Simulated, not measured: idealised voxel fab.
process module | voxel trench capacitor
cross-section cut | 205 nm wide | cells 5 nm
A cross-section is a grid of square cells, given in bands from the top down. A band is one or more rows of cells.
Each band's line starts with the height of the band's top and of its bottom, in nm. Then come its materials from left to right, each with its width in nm. One material with "throughout" fills the band from edge to edge. "air" is empty space.
Height 0 is the level under which the wafer as received is all one material. The lowest band goes on downwards, as in "0 down".
A width such as "30 to 40" changes by the same amount from each row of cells to the next, from the band's top row to its bottom row.
"no change" after a step means that no cell of the cross-section changed.
closed voids: empty space of 8 cells or more with no open way to the top, each as width x height at its distance from the left edge, in nm
after a step's settings: what the simulator itself notes on the step
overlay nm, on a step with a mask: how far to the right of its planned place the mask lay; to the left if negative
plan
1 op RECEIVE | material Si
2 op CONFORMAL_DEP | material SiN | thk nm 10
3 op DIRECTIONAL_DEP | material aC | thk nm 10
4 op PATTERN | tone open | mask id TRENCH | material resist | width nm 15 | pitch nm 45 | thk nm 25 | overlay nm 0
5 op DIRECTIONAL_ETCH | etch materials aC | depth nm 10
6 op STRIP | etch materials resist
7 op DIRECTIONAL_ETCH | etch materials SiN | depth nm 10
8 op DIRECTIONAL_ETCH | etch materials Si | depth nm 40
9 op STRIP | etch materials aC
10 op CONFORMAL_DEP | material Al2O3 | thk nm 5
11 op FILL_DEP | material polySi | thk nm 5
12 op CMP | height nm 10
first wafer, as planned
as received, after step 1
  0 down: Si throughout
  closed voids: none
after step 2
  10 to 0: SiN throughout
  below 0: unchanged
after step 3
  20 to 10: aC throughout
  below 10: unchanged
after step 4
  45 to 20: resist 50 | air 15 | resist 30 | air 15 | resist 30 | air 15 | resist 50
  below 20: unchanged
after step 5
  35 to 20: resist 50 | air 15 | resist 30 | air 15 | resist 30 | air 15 | resist 50
  20 to 10: aC 50 | air 15 | aC 30 | air 15 | aC 30 | air 15 | aC 50
  below 10: unchanged
after step 6
  20 to 10: aC 50 | air 15 | aC 30 | air 15 | aC 30 | air 15 | aC 50
  below 10: unchanged
after step 7
  20 to 10: aC 50 | air 15 | aC 30 | air 15 | aC 30 | air 15 | aC 50
  10 to 0: SiN 50 | air 15 | SiN 30 | air 15 | SiN 30 | air 15 | SiN 50
  below 0: unchanged
after step 8
  20 to 10: aC 50 | air 15 | aC 30 | air 15 | aC 30 | air 15 | aC 50
  10 to 0: SiN 50 | air 15 | SiN 30 | air 15 | SiN 30 | air 15 | SiN 50
  0 to -40: Si 50 | air 15 | Si 30 | air 15 | Si 30 | air 15 | Si 50
  below -40: unchanged
after step 9
  10 to 0: SiN 50 | air 15 | SiN 30 | air 15 | SiN 30 | air 15 | SiN 50
  below 0: unchanged
after step 10
  15 to 10: Al2O3 55 | air 5 | Al2O3 40 | air 5 | Al2O3 40 | air 5 | Al2O3 55
  10 to 0: SiN 50 | Al2O3 5 | air 5 | Al2O3 5 | SiN 30 | Al2O3 5 | air 5 | Al2O3 5 | SiN 30 | Al2O3 5 | air 5 | Al2O3 5 | SiN 50
  0 to -35: Si 50 | Al2O3 5 | air 5 | Al2O3 5 | Si 30 | Al2O3 5 | air 5 | Al2O3 5 | Si 30 | Al2O3 5 | air 5 | Al2O3 5 | Si 50
  -35 to -40: Si 50 | Al2O3 15 | Si 30 | Al2O3 15 | Si 30 | Al2O3 15 | Si 50
  below -40: unchanged
after step 11
  20 to 15: polySi throughout
  15 to 10: Al2O3 55 | polySi 5 | Al2O3 40 | polySi 5 | Al2O3 40 | polySi 5 | Al2O3 55
  10 to 0: SiN 50 | Al2O3 5 | polySi 5 | Al2O3 5 | SiN 30 | Al2O3 5 | polySi 5 | Al2O3 5 | SiN 30 | Al2O3 5 | polySi 5 | Al2O3 5 | SiN 50
  0 to -35: Si 50 | Al2O3 5 | polySi 5 | Al2O3 5 | Si 30 | Al2O3 5 | polySi 5 | Al2O3 5 | Si 30 | Al2O3 5 | polySi 5 | Al2O3 5 | Si 50
  below -35: unchanged
after step 12
  10 to 0: SiN 50 | Al2O3 5 | polySi 5 | Al2O3 5 | SiN 30 | Al2O3 5 | polySi 5 | Al2O3 5 | SiN 30 | Al2O3 5 | polySi 5 | Al2O3 5 | SiN 50
  below 0: unchanged
second wafer: like start, like plan, one mistake. Through step 3 it matches the first wafer
when step 4 should have ended
  45 to 20: resist 55 | air 15 | resist 30 | air 15 | resist 30 | air 15 | resist 45
  below 20: unchanged
when step 5 should have ended
  35 to 20: resist 55 | air 15 | resist 30 | air 15 | resist 30 | air 15 | resist 45
  20 to 10: aC 55 | air 15 | aC 30 | air 15 | aC 30 | air 15 | aC 45
  below 10: unchanged
when step 6 should have ended
  20 to 10: aC 55 | air 15 | aC 30 | air 15 | aC 30 | air 15 | aC 45
  below 10: unchanged
when step 7 should have ended
  20 to 10: aC 55 | air 15 | aC 30 | air 15 | aC 30 | air 15 | aC 45
  10 to 0: SiN 55 | air 15 | SiN 30 | air 15 | SiN 30 | air 15 | SiN 45
  below 0: unchanged
when step 8 should have ended
  20 to 10: aC 55 | air 15 | aC 30 | air 15 | aC 30 | air 15 | aC 45
  10 to 0: SiN 55 | air 15 | SiN 30 | air 15 | SiN 30 | air 15 | SiN 45
  0 to -40: Si 55 | air 15 | Si 30 | air 15 | Si 30 | air 15 | Si 45
  below -40: unchanged
when step 9 should have ended
  10 to 0: SiN 55 | air 15 | SiN 30 | air 15 | SiN 30 | air 15 | SiN 45
  below 0: unchanged
when step 10 should have ended
  15 to 10: Al2O3 60 | air 5 | Al2O3 40 | air 5 | Al2O3 40 | air 5 | Al2O3 50
  10 to 0: SiN 55 | Al2O3 5 | air 5 | Al2O3 5 | SiN 30 | Al2O3 5 | air 5 | Al2O3 5 | SiN 30 | Al2O3 5 | air 5 | Al2O3 5 | SiN 45
  0 to -35: Si 55 | Al2O3 5 | air 5 | Al2O3 5 | Si 30 | Al2O3 5 | air 5 | Al2O3 5 | Si 30 | Al2O3 5 | air 5 | Al2O3 5 | Si 45
  -35 to -40: Si 55 | Al2O3 15 | Si 30 | Al2O3 15 | Si 30 | Al2O3 15 | Si 45
  below -40: unchanged
when step 11 should have ended
  20 to 15: polySi throughout
  15 to 10: Al2O3 60 | polySi 5 | Al2O3 40 | polySi 5 | Al2O3 40 | polySi 5 | Al2O3 50
  10 to 0: SiN 55 | Al2O3 5 | polySi 5 | Al2O3 5 | SiN 30 | Al2O3 5 | polySi 5 | Al2O3 5 | SiN 30 | Al2O3 5 | polySi 5 | Al2O3 5 | SiN 45
  0 to -35: Si 55 | Al2O3 5 | polySi 5 | Al2O3 5 | Si 30 | Al2O3 5 | polySi 5 | Al2O3 5 | Si 30 | Al2O3 5 | polySi 5 | Al2O3 5 | Si 45
  below -35: unchanged
when step 12 should have ended
  10 to 0: SiN 55 | Al2O3 5 | polySi 5 | Al2O3 5 | SiN 30 | Al2O3 5 | polySi 5 | Al2O3 5 | SiN 30 | Al2O3 5 | polySi 5 | Al2O3 5 | SiN 45
  below 0: unchanged
what went wrong: step 4 ran as: op PATTERN | tone open | mask id TRENCH | material resist | width nm 15 | pitch nm 45 | thk nm 25 | overlay nm 5
at the end the second wafer has, in cells: as many of each material as the first, in other places
